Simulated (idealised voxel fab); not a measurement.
process module | voxel spacer lines
cross-section cut | 220 nm wide | cells 5 nm
A cross-section is a grid of square cells, given in bands from the top down. A band is one or more rows of cells.
Each band's line starts with the height of the band's top and of its bottom, in nm. Then come its materials from left to right, each with its width in nm. One material with "throughout" fills the band from edge to edge. "air" is empty space.
Height 0 is the level under which the wafer as received is all one material. The lowest band goes on downwards, as in "0 down".
A width such as "30 to 40" changes by the same amount from each row of cells to the next, from the band's top row to its bottom row.
"no change" after a step means that no cell of the cross-section changed.
closed voids: empty space of 8 cells or more with no open way to the top, each as width x height at its distance from the left edge, in nm
after a step's settings: what the simulator itself notes on the step
overlay nm, on a step with a mask: how far to the right of its planned place the mask lay; to the left if negative
plan
1 op RECEIVE | material Si
2 op CONFORMAL_DEP | material Al2O3 | thk nm 5
3 op DIRECTIONAL_DEP | material TiN | thk nm 15
4 op DIRECTIONAL_DEP | material aC | thk nm 25
5 op PATTERN | tone cover | mask id MANDREL | material resist | width nm 20 | pitch nm 70 | thk nm 35 | overlay nm 0
6 op DIRECTIONAL_ETCH | etch materials aC | depth nm 25
7 op STRIP | etch materials resist
8 op CONFORMAL_DEP | material SiO2 | thk nm 15
9 op DIRECTIONAL_ETCH | etch materials SiO2 | depth nm 15
10 op STRIP | etch materials aC
11 op DIRECTIONAL_ETCH | etch materials TiN | depth nm 15
12 op STRIP | etch materials SiO2
13 op FILL_DEP | material lowk | thk nm 10
14 op CMP | height nm 20
first wafer, as planned
as received, after step 1
  0 down: Si throughout
  closed voids: none
after step 2
  5 to 0: Al2O3 throughout
  below 0: unchanged
after step 3
  20 to 5: TiN throughout
  below 5: unchanged
after step 4
  45 to 20: aC throughout
  below 20: unchanged
after step 5
  80 to 45: air 30 | resist 20 | air 50 | resist 20 | air 50 | resist 20 | air 30
  below 45: unchanged
after step 6
  55 to 45: air 30 | resist 20 | air 50 | resist 20 | air 50 | resist 20 | air 30
  45 to 20: air 30 | aC 20 | air 50 | aC 20 | air 50 | aC 20 | air 30
  below 20: unchanged
after step 7
  45 to 20: air 30 | aC 20 | air 50 | aC 20 | air 50 | aC 20 | air 30
  below 20: unchanged
after step 8
  60 to 45: air 15 | SiO2 50 | air 20 | SiO2 50 | air 20 | SiO2 50 | air 15
  45 to 35: air 15 | SiO2 15 | aC 20 | SiO2 15 | air 20 | SiO2 15 | aC 20 | SiO2 15 | air 20 | SiO2 15 | aC 20 | SiO2 15 | air 15
  35 to 20: SiO2 30 | aC 20 | SiO2 50 | aC 20 | SiO2 50 | aC 20 | SiO2 30
  below 20: unchanged
after step 9
  45 to 20: air 15 | SiO2 15 | aC 20 | SiO2 15 | air 20 | SiO2 15 | aC 20 | SiO2 15 | air 20 | SiO2 15 | aC 20 | SiO2 15 | air 15
  below 20: unchanged
after step 10
  45 to 20: air 15 | SiO2 15 | air 20 | SiO2 15 | air 20 | SiO2 15 | air 20 | SiO2 15 | air 20 | SiO2 15 | air 20 | SiO2 15 | air 15
  below 20: unchanged
after step 11
  45 to 20: air 15 | SiO2 15 | air 20 | SiO2 15 | air 20 | SiO2 15 | air 20 | SiO2 15 | air 20 | SiO2 15 | air 20 | SiO2 15 | air 15
  20 to 5: air 15 | TiN 15 | air 20 | TiN 15 | air 20 | TiN 15 | air 20 | TiN 15 | air 20 | TiN 15 | air 20 | TiN 15 | air 15
  below 5: unchanged
after step 12
  20 to 5: air 15 | TiN 15 | air 20 | TiN 15 | air 20 | TiN 15 | air 20 | TiN 15 | air 20 | TiN 15 | air 20 | TiN 15 | air 15
  below 5: unchanged
after step 13
  30 to 20: lowk throughout
  20 to 5: lowk 15 | TiN 15 | lowk 20 | TiN 15 | lowk 20 | TiN 15 | lowk 20 | TiN 15 | lowk 20 | TiN 15 | lowk 20 | TiN 15 | lowk 15
  below 5: unchanged
after step 14
  20 to 5: lowk 15 | TiN 15 | lowk 20 | TiN 15 | lowk 20 | TiN 15 | lowk 20 | TiN 15 | lowk 20 | TiN 15 | lowk 20 | TiN 15 | lowk 15
  below 5: unchanged
second wafer: like start, like plan, one mistake. Through step 4 it matches the first wafer
when step 5 should have ended
  80 to 45: air 40 | resist 20 | air 50 | resist 20 | air 50 | resist 20 | air 20
  below 45: unchanged
when step 6 should have ended
  55 to 45: air 40 | resist 20 | air 50 | resist 20 | air 50 | resist 20 | air 20
  45 to 20: air 40 | aC 20 | air 50 | aC 20 | air 50 | aC 20 | air 20
  below 20: unchanged
when step 7 should have ended
  45 to 20: air 40 | aC 20 | air 50 | aC 20 | air 50 | aC 20 | air 20
  below 20: unchanged
when step 8 should have ended
  60 to 45: air 25 | SiO2 50 | air 20 | SiO2 50 | air 20 | SiO2 50 | air 5
  45 to 35: air 25 | SiO2 15 | aC 20 | SiO2 15 | air 20 | SiO2 15 | aC 20 | SiO2 15 | air 20 | SiO2 15 | aC 20 | SiO2 15 | air 5
  35 to 20: SiO2 40 | aC 20 | SiO2 50 | aC 20 | SiO2 50 | aC 20 | SiO2 20
  below 20: unchanged
when step 9 should have ended
  45 to 20: air 25 | SiO2 15 | aC 20 | SiO2 15 | air 20 | SiO2 15 | aC 20 | SiO2 15 | air 20 | SiO2 15 | aC 20 | SiO2 15 | air 5
  below 20: unchanged
when step 10 should have ended
  45 to 20: air 25 | SiO2 15 | air 20 | SiO2 15 | air 20 | SiO2 15 | air 20 | SiO2 15 | air 20 | SiO2 15 | air 20 | SiO2 15 | air 5
  below 20: unchanged
when step 11 should have ended
  45 to 20: air 25 | SiO2 15 | air 20 | SiO2 15 | air 20 | SiO2 15 | air 20 | SiO2 15 | air 20 | SiO2 15 | air 20 | SiO2 15 | air 5
  20 to 5: air 25 | TiN 15 | air 20 | TiN 15 | air 20 | TiN 15 | air 20 | TiN 15 | air 20 | TiN 15 | air 20 | TiN 15 | air 5
  below 5: unchanged
when step 12 should have ended
  20 to 5: air 25 | TiN 15 | air 20 | TiN 15 | air 20 | TiN 15 | air 20 | TiN 15 | air 20 | TiN 15 | air 20 | TiN 15 | air 5
  below 5: unchanged
when step 13 should have ended
  30 to 20: lowk throughout
  20 to 5: lowk 25 | TiN 15 | lowk 20 | TiN 15 | lowk 20 | TiN 15 | lowk 20 | TiN 15 | lowk 20 | TiN 15 | lowk 20 | TiN 15 | lowk 5
  below 5: unchanged
when step 14 should have ended
  20 to 5: lowk 25 | TiN 15 | lowk 20 | TiN 15 | lowk 20 | TiN 15 | lowk 20 | TiN 15 | lowk 20 | TiN 15 | lowk 20 | TiN 15 | lowk 5
  below 5: unchanged
what went wrong: step 5 ran as: op PATTERN | tone cover | mask id MANDREL | material resist | width nm 20 | pitch nm 70 | thk nm 35 | overlay nm 10
at the end the second wafer has, in cells: as many of each material as the first, in other places
